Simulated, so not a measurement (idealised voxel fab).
Presented below is a process module, voxel double patterning.
The figure presents cross-section cut, which has a width of 265 nm and is divided into square cells with an edge length of 5 nm.
A cross-section in this document is a grid of square cells, and it is written down as bands, the top band listed before the ones below it; a band is made up of one or more rows of cells.
Basically the band line says how high the top is and how high the bottom is, in nm, and then what's in it from left to right, every material with its width in nm. Empty space shows up as "blank", and if a single material carries "edge to edge" it runs the full band edge to edge.
Convention: height 0 is the level below which the wafer, as received, is all one material. The lowest band does not terminate at the bottom but continues downward, represented as "0 down".
So if you see something like "30..40" for the width, read it as the top row of the band sitting at the first number and the bottom row at the second, with every row in between moving by the same amount as the last.
The cross-section has no changed cell in any step marked "no alteration".
Each empty space that has no open way to the top and spans at least 8 cells appears under "Closed void catalog" as width x height at distance, the distance counted from the left edge, all in nm.
Whatever follows a step's settings on its line is a remark the simulator itself makes about that step.
overlay nm: on a step with a mask, how far right of its planned place the mask lay; negative means left.
Here's what the planned process steps look like:
step 1: RECEIVE [material Si]
step 2: CONFORMAL_DEP [material SiO2] [thk nm 5]
step 3: DIRECTIONAL_DEP [material W] [thk nm 15]
step 4: DIRECTIONAL_DEP [material SiCN] [thk nm 10]
step 5: MASKED_ETCH [tone open] [mask id FIRST] [width nm 15] [pitch nm 50] [etch materials SiCN] [depth nm 10] [overlay nm 0]
step 6: MASKED_ETCH [tone open] [mask id SECOND] [width nm 15] [etch materials SiCN] [depth nm 10] [overlay nm 0]
step 7: DIRECTIONAL_ETCH [etch materials W] [depth nm 15]
step 8: STRIP [etch materials SiCN]
Received-state cross-section, reflecting completion of step 1:
* 0 down  Si edge to edge
* Closed void catalog: none
Starting structure and process plan are as shown above, but one mistake was made in running the module; the wafer cross-section at the end of the module follows:
* 20 to 5  blank 125  W 15  blank 125
* 5 to 0  SiO2 edge to edge
* 0 down  Si edge to edge
* Closed void catalog: none
Nonconformance to the process plan: step 6 was processed under conditions differing from the plan, specifically as MASKED_ETCH [tone cover] [mask id SECOND] [width nm 15] [etch materials SiCN] [depth nm 10] [overlay nm 0]
